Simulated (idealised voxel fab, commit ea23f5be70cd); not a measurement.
The following process module bears the name voxel ribs on slabs.
Cross-section cut spans 155 nm and uses square cells 5 nm in size.
This document writes a cross-section as a grid whose cells are square, and gives it as bands, listed from the top down; one or more rows of cells form a band.
The band entry comprises the height of the band's top followed by the height of its bottom, expressed in nm, and subsequently the band's materials from left to right, each stated together with its width in nm. Where a single material is marked with the word "all across", that material fills the band from edge to edge. The word "blank" represents empty space.
All heights in this document are referenced to 0, defined as the level beneath which the wafer, as received, consists entirely of one material. The lowest band is not bounded below; it extends indefinitely downward and is written in the form "0 and below".
Width spec "30->40" -> top row of cells at first value, bottom row at second value, equal per-row change in between.
A step reported as "same as before" is a step in which no cell of the cross-section changed.
The label "Sealed voids" introduces a list of the empty spaces, 8 cells or larger, that have no open way up to the top; each entry in it reads width x height at distance, where the distance is taken from the left edge and all three are stated in nm.
On a step's line, text after the settings is the simulator commenting on that step.
The optional step-line setting "overlay nm" applies to steps with a mask and quantifies how far to the right of its planned location the mask lay, a negative value indicating leftward placement.

[Below is the list of planned process steps]
1: RECEIVE [material Si]
2: DIRECTIONAL_DEP [material SiO2] [thk nm 30]
3: DIRECTIONAL_DEP [material polySi] [thk nm 15]
4: MASKED_ETCH [tone cover] [mask id RIB] [width nm 20] [etch materials polySi] [depth nm 5] [overlay nm 0]
5: MASKED_ETCH [tone cover] [mask id SLAB] [width nm 50] [etch materials polySi] [depth nm 10] [overlay nm 0]
6: FILL_DEP [material SiO2] [thk nm 25]
7: CMP [height nm 60]
8: DIRECTIONAL_DEP [material TiN] [thk nm 5]
9: PATTERN [tone cover] [mask id HEATER] [material resist] [width nm 30] [thk nm 20] [overlay nm 0]
10: DIRECTIONAL_ETCH [etch materials TiN] [depth nm 5]
11: STRIP [etch materials resist]
12: CONFORMAL_DEP [material SiO2] [thk nm 10]

[Cross-section of the wafer upon arrival, representing the state reached after step 1]
* 0 and below | Si all across
* Sealed voids: none

[First wafer of two, sectioned at end of module; run went per plan]
* 75 down to 70 | 50 of blank | 50 of SiO2 | 55 of blank
* 70 down to 65 | SiO2 all across
* 65 down to 60 | 60 of SiO2 | 30 of TiN | 65 of SiO2
* 60 down to 45 | SiO2 all across
* 45 down to 40 | 65 of SiO2 | 20 of polySi | 70 of SiO2
* 40 down to 30 | 50 of SiO2 | 50 of polySi | 55 of SiO2
* 30 down to 0 | SiO2 all across
* 0 and below | Si all across
* Sealed voids: none

[Presented here is a cross-section of the second of the two wafers as it stood at the end of the module. It was started in the same manner and assigned the same plan as the first wafer; however, one mistake was made in its execution]
* 75 down to 70 | 50 of blank | 50 of SiO2 | 55 of blank
* 70 down to 65 | SiO2 all across
* 65 down to 60 | 60 of SiO2 | 30 of TiN | 65 of SiO2
* 60 down to 55 | 65 of SiO2 | 20 of polySi | 70 of SiO2
* 55 down to 45 | 50 of SiO2 | 50 of polySi | 55 of SiO2
* 45 down to 30 | polySi all across
* 30 down to 0 | SiO2 all across
* 0 and below | Si all across
* Sealed voids: none
Misprocessing identified: heads up, step 3 of the plan got done twice
Materials where the second wafer ends with more or fewer cells than the first: -93 SiO2, +93 polySi
